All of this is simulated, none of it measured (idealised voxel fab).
process module | voxel capacitor over wiring
cross-section cut | 215 nm wide | cells 5 nm
A cross-section is a grid of square cells, given in bands from the top down. A band is one or more rows of cells.
Each band's line starts with the height of the band's top and of its bottom, in nm. Then come its materials from left to right, each with its width in nm. One material with "throughout" fills the band from edge to edge. "air" is empty space.
Height 0 is the level under which the wafer as received is all one material. The lowest band goes on downwards, as in "0 down".
A width such as "30 to 40" changes by the same amount from each row of cells to the next, from the band's top row to its bottom row.
"no change" after a step means that no cell of the cross-section changed.
closed voids: empty space of 8 cells or more with no open way to the top, each as width x height at its distance from the left edge, in nm
after a step's settings: what the simulator itself notes on the step
overlay nm, on a step with a mask: how far to the right of its planned place the mask lay; to the left if negative
plan
1 op RECEIVE | material Si
2 op CONFORMAL_DEP | material SiO2 | thk nm 15
3 op CONFORMAL_DEP | material SiCN | thk nm 5
4 op DIRECTIONAL_DEP | material SiO2 | thk nm 20
5 op MASKED_ETCH | tone open | mask id METAL_1 | width nm 30 | pitch nm 80 | etch materials SiO2 | depth nm 20 | overlay nm 0
6 op MASKED_ETCH | tone open | mask id METAL_1 | width nm 30 | pitch nm 80 | etch materials SiCN | depth nm 5 | overlay nm 0
7 op CONFORMAL_DEP | material TiN | thk nm 5
8 op FILL_DEP | material Cu | thk nm 10
9 op CMP | height nm 40
10 op CONFORMAL_DEP | material SiCN | thk nm 5
11 op DIRECTIONAL_DEP | material lowk | thk nm 15
12 op MASKED_ETCH | tone open | mask id PLUG_1 | width nm 15 | etch materials lowk | depth nm 15 | overlay nm 0
13 op MASKED_ETCH | tone open | mask id PLUG_1 | width nm 15 | etch materials SiCN | depth nm 5 | overlay nm 0
14 op CONFORMAL_DEP | material TiN | thk nm 5
15 op FILL_DEP | material W | thk nm 10
16 op CMP | height nm 60
17 op DIRECTIONAL_DEP | material TiN | thk nm 10
18 op DIRECTIONAL_DEP | material HfO2 | thk nm 5
19 op DIRECTIONAL_DEP | material TiN | thk nm 5
20 op MASKED_ETCH | tone cover | mask id UPPER_PLATE | width nm 55 | etch materials TiN | depth nm 5 | overlay nm 0
21 op MASKED_ETCH | tone cover | mask id UPPER_PLATE | width nm 55 | etch materials HfO2 | depth nm 5 | overlay nm 0
22 op MASKED_ETCH | tone cover | mask id LOWER_PLATE | width nm 65 | etch materials TiN | depth nm 10 | overlay nm 0
23 op FILL_DEP | material SiO2 | thk nm 20
24 op CMP | height nm 95
25 op MASKED_ETCH | tone open | mask id PLUG_2 | width nm 15 | etch materials SiO2 | depth nm 15 | overlay nm 0
26 op CONFORMAL_DEP | material TiN | thk nm 5
27 op FILL_DEP | material Cu | thk nm 10
28 op CMP | height nm 95
29 op CONFORMAL_DEP | material SiCN | thk nm 5
first wafer, as planned
as received, after step 1
  0 down: Si throughout
  closed voids: none
after step 2
  15 to 0: SiO2 throughout
  below 0: unchanged
after step 3
  20 to 15: SiCN throughout
  below 15: unchanged
after step 4
  40 to 20: SiO2 throughout
  below 20: unchanged
after step 5
  40 to 20: SiO2 50 | air 30 | SiO2 50 | air 30 | SiO2 55
  below 20: unchanged
after step 6
  40 to 20: SiO2 50 | air 30 | SiO2 50 | air 30 | SiO2 55
  20 to 15: SiCN 50 | air 30 | SiCN 50 | air 30 | SiCN 55
  below 15: unchanged
after step 7
  45 to 40: TiN 55 | air 20 | TiN 60 | air 20 | TiN 60
  40 to 20: SiO2 50 | TiN 5 | air 20 | TiN 5 | SiO2 50 | TiN 5 | air 20 | TiN 5 | SiO2 55
  20 to 15: SiCN 50 | TiN 30 | SiCN 50 | TiN 30 | SiCN 55
  below 15: unchanged
after step 8
  55 to 45: Cu throughout
  45 to 40: TiN 55 | Cu 20 | TiN 60 | Cu 20 | TiN 60
  40 to 20: SiO2 50 | TiN 5 | Cu 20 | TiN 5 | SiO2 50 | TiN 5 | Cu 20 | TiN 5 | SiO2 55
  below 20: unchanged
after step 9
  40 to 20: SiO2 50 | TiN 5 | Cu 20 | TiN 5 | SiO2 50 | TiN 5 | Cu 20 | TiN 5 | SiO2 55
  below 20: unchanged
after step 10
  45 to 40: SiCN throughout
  below 40: unchanged
after step 11
  60 to 45: lowk throughout
  below 45: unchanged
after step 12
  60 to 45: lowk 65 | air 15 | lowk 135
  below 45: unchanged
after step 13
  60 to 45: lowk 65 | air 15 | lowk 135
  45 to 40: SiCN 65 | air 15 | SiCN 135
  below 40: unchanged
after step 14
  65 to 60: TiN 70 | air 5 | TiN 140
  60 to 45: lowk 65 | TiN 5 | air 5 | TiN 5 | lowk 135
  45 to 40: SiCN 65 | TiN 15 | SiCN 135
  below 40: unchanged
after step 15
  75 to 65: W throughout
  65 to 60: TiN 70 | W 5 | TiN 140
  60 to 45: lowk 65 | TiN 5 | W 5 | TiN 5 | lowk 135
  below 45: unchanged
after step 16
  60 to 45: lowk 65 | TiN 5 | W 5 | TiN 5 | lowk 135
  below 45: unchanged
after step 17
  70 to 60: TiN throughout
  below 60: unchanged
after step 18
  75 to 70: HfO2 throughout
  below 70: unchanged
after step 19
  80 to 75: TiN throughout
  below 75: unchanged
after step 20
  80 to 75: air 65 | TiN 55 | air 95
  below 75: unchanged
after step 21
  80 to 75: air 65 | TiN 55 | air 95
  75 to 70: air 65 | HfO2 55 | air 95
  below 70: unchanged
after step 22
  80 to 75: air 65 | TiN 55 | air 95
  75 to 70: air 65 | HfO2 55 | air 95
  70 to 60: air 60 | TiN 65 | air 90
  below 60: unchanged
after step 23
  100 to 80: SiO2 throughout
  80 to 75: SiO2 65 | TiN 55 | SiO2 95
  75 to 70: SiO2 65 | HfO2 55 | SiO2 95
  70 to 60: SiO2 60 | TiN 65 | SiO2 90
  below 60: unchanged
after step 24
  95 to 80: SiO2 throughout
  below 80: unchanged
after step 25
  95 to 80: SiO2 75 | air 15 | SiO2 125
  below 80: unchanged
after step 26
  100 to 95: TiN 80 | air 5 | TiN 130
  95 to 85: SiO2 75 | TiN 5 | air 5 | TiN 5 | SiO2 125
  85 to 75: SiO2 75 to 65 | TiN 15 to 55 | SiO2 125 to 95
  below 75: unchanged
after step 27
  110 to 100: Cu throughout
  100 to 95: TiN 80 | Cu 5 | TiN 130
  95 to 85: SiO2 75 | TiN 5 | Cu 5 | TiN 5 | SiO2 125
  below 85: unchanged
after step 28
  95 to 85: SiO2 75 | TiN 5 | Cu 5 | TiN 5 | SiO2 125
  below 85: unchanged
after step 29
  100 to 95: SiCN throughout
  below 95: unchanged
second wafer: like start, like plan, one mistake. Through step 1 it matches the first wafer
when step 2 should have ended
  20 to 0: SiO2 throughout
  below 0: unchanged
when step 3 should have ended
  25 to 20: SiCN throughout
  below 20: unchanged
when step 4 should have ended
  45 to 25: SiO2 throughout
  below 25: unchanged
when step 5 should have ended
  45 to 25: SiO2 50 | air 30 | SiO2 50 | air 30 | SiO2 55
  below 25: unchanged
when step 6 should have ended
  45 to 25: SiO2 50 | air 30 | SiO2 50 | air 30 | SiO2 55
  25 to 20: SiCN 50 | air 30 | SiCN 50 | air 30 | SiCN 55
  below 20: unchanged
when step 7 should have ended
  50 to 45: TiN 55 | air 20 | TiN 60 | air 20 | TiN 60
  45 to 25: SiO2 50 | TiN 5 | air 20 | TiN 5 | SiO2 50 | TiN 5 | air 20 | TiN 5 | SiO2 55
  25 to 20: SiCN 50 | TiN 30 | SiCN 50 | TiN 30 | SiCN 55
  below 20: unchanged
when step 8 should have ended
  60 to 50: Cu throughout
  50 to 45: TiN 55 | Cu 20 | TiN 60 | Cu 20 | TiN 60
  45 to 25: SiO2 50 | TiN 5 | Cu 20 | TiN 5 | SiO2 50 | TiN 5 | Cu 20 | TiN 5 | SiO2 55
  below 25: unchanged
when step 9 should have ended
  40 to 25: SiO2 50 | TiN 5 | Cu 20 | TiN 5 | SiO2 50 | TiN 5 | Cu 20 | TiN 5 | SiO2 55
  below 25: unchanged
when step 10 should have ended
  45 to 40: SiCN throughout
  below 40: unchanged
when step 11 should have ended
  60 to 45: lowk throughout
  below 45: unchanged
when step 12 should have ended
  60 to 45: lowk 65 | air 15 | lowk 135
  below 45: unchanged
when step 13 should have ended
  60 to 45: lowk 65 | air 15 | lowk 135
  45 to 40: SiCN 65 | air 15 | SiCN 135
  below 40: unchanged
when step 14 should have ended
  65 to 60: TiN 70 | air 5 | TiN 140
  60 to 45: lowk 65 | TiN 5 | air 5 | TiN 5 | lowk 135
  45 to 40: SiCN 65 | TiN 15 | SiCN 135
  below 40: unchanged
when step 15 should have ended
  75 to 65: W throughout
  65 to 60: TiN 70 | W 5 | TiN 140
  60 to 45: lowk 65 | TiN 5 | W 5 | TiN 5 | lowk 135
  below 45: unchanged
when step 16 should have ended
  60 to 45: lowk 65 | TiN 5 | W 5 | TiN 5 | lowk 135
  below 45: unchanged
when step 17 should have ended
  70 to 60: TiN throughout
  below 60: unchanged
when step 18 should have ended
  75 to 70: HfO2 throughout
  below 70: unchanged
when step 19 should have ended
  80 to 75: TiN throughout
  below 75: unchanged
when step 20 should have ended
  80 to 75: air 65 | TiN 55 | air 95
  below 75: unchanged
when step 21 should have ended
  80 to 75: air 65 | TiN 55 | air 95
  75 to 70: air 65 | HfO2 55 | air 95
  below 70: unchanged
when step 22 should have ended
  80 to 75: air 65 | TiN 55 | air 95
  75 to 70: air 65 | HfO2 55 | air 95
  70 to 60: air 60 | TiN 65 | air 90
  below 60: unchanged
when step 23 should have ended
  100 to 80: SiO2 throughout
  80 to 75: SiO2 65 | TiN 55 | SiO2 95
  75 to 70: SiO2 65 | HfO2 55 | SiO2 95
  70 to 60: SiO2 60 | TiN 65 | SiO2 90
  below 60: unchanged
when step 24 should have ended
  95 to 80: SiO2 throughout
  below 80: unchanged
when step 25 should have ended
  95 to 80: SiO2 75 | air 15 | SiO2 125
  below 80: unchanged
when step 26 should have ended
  100 to 95: TiN 80 | air 5 | TiN 130
  95 to 85: SiO2 75 | TiN 5 | air 5 | TiN 5 | SiO2 125
  85 to 75: SiO2 75 to 65 | TiN 15 to 55 | SiO2 125 to 95
  below 75: unchanged
when step 27 should have ended
  110 to 100: Cu throughout
  100 to 95: TiN 80 | Cu 5 | TiN 130
  95 to 85: SiO2 75 | TiN 5 | Cu 5 | TiN 5 | SiO2 125
  below 85: unchanged
when step 28 should have ended
  95 to 85: SiO2 75 | TiN 5 | Cu 5 | TiN 5 | SiO2 125
  below 85: unchanged
when step 29 should have ended
  100 to 95: SiCN throughout
  below 95: unchanged
what went wrong: step 2 ran as: op CONFORMAL_DEP | material SiO2 | thk nm 20
at the end the second wafer has, in cells: 8 fewer of Cu | 12 more of SiO2 | 4 fewer of TiN
